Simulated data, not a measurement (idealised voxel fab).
Process module name: voxel lift off
Displayed cross-section: cut, width of 205 nm, square cells sized 5 nm.
A cross-section in this document is a grid of square cells, and it is written down as bands, the top band listed before the ones below it; a band is made up of one or more rows of cells.
Basically the band line says how high the top is and how high the bottom is, in nm, and then what's in it from left to right, every material with its width in nm. Empty space shows up as "air", and if a single material carries "full width" it runs the full band edge to edge.
Height is counted from the level 0, under which the received wafer is composed throughout of one material. The lowest of the bands is not closed at the bottom but continues downward, in the notation "0 down".
The notation "30->40" denotes a width that varies across the rows of cells in the band, beginning at the first number in the top row, finishing at the second number in the bottom row, and changing by an identical amount from each row to the next.
What does "identical to before" mean for a step? It means no cell of the cross-section changed in that step.
"Closed internal voids" enumerates empty spaces isolated from the top, with no open way to it, that contain at least 8 cells, giving each as width x height at distance from the left edge, all three in nm.
Heads up: the bit after the settings on a step's line is the simulator's remark on that step.
overlay nm: mask offset rightward from planned place, masked step; negative means leftward offset.

# List of planned process steps
step 1: op RECEIVE | material Si
step 2: op CONFORMAL_DEP | material Al2O3 | thk nm 15
step 3: op PATTERN | tone open | mask id LINES | material resist | width nm 30 | pitch nm 55 | thk nm 25 | overlay nm 0
step 4: op DIRECTIONAL_DEP | material Ru | thk nm 10
step 5: op STRIP | etch materials resist
step 6: op CONFORMAL_DEP | material SiN | thk nm 5

# Wafer at receipt (post step 1), cross-section
  0 down | Si full width
  Closed internal voids: none

# Same starting wafer, same plan as above, one mistake in the execution; this is the cross-section at the end of the module
  45 to 40 | air 55 | SiN 40 | air 15 | SiN 40 | air 55
  40 to 35 | air 55 | SiN 5 | Ru 30 | SiN 5 | air 15 | SiN 5 | Ru 30 | SiN 5 | air 55
  35 to 30 | SiN 60 | Ru 30 | SiN 25 | Ru 30 | SiN 60
  30 to 0 | Al2O3 full width
  0 down | Si full width
  Closed internal voids: none
Here's what went sideways: step 2 of the plan saw execution twice
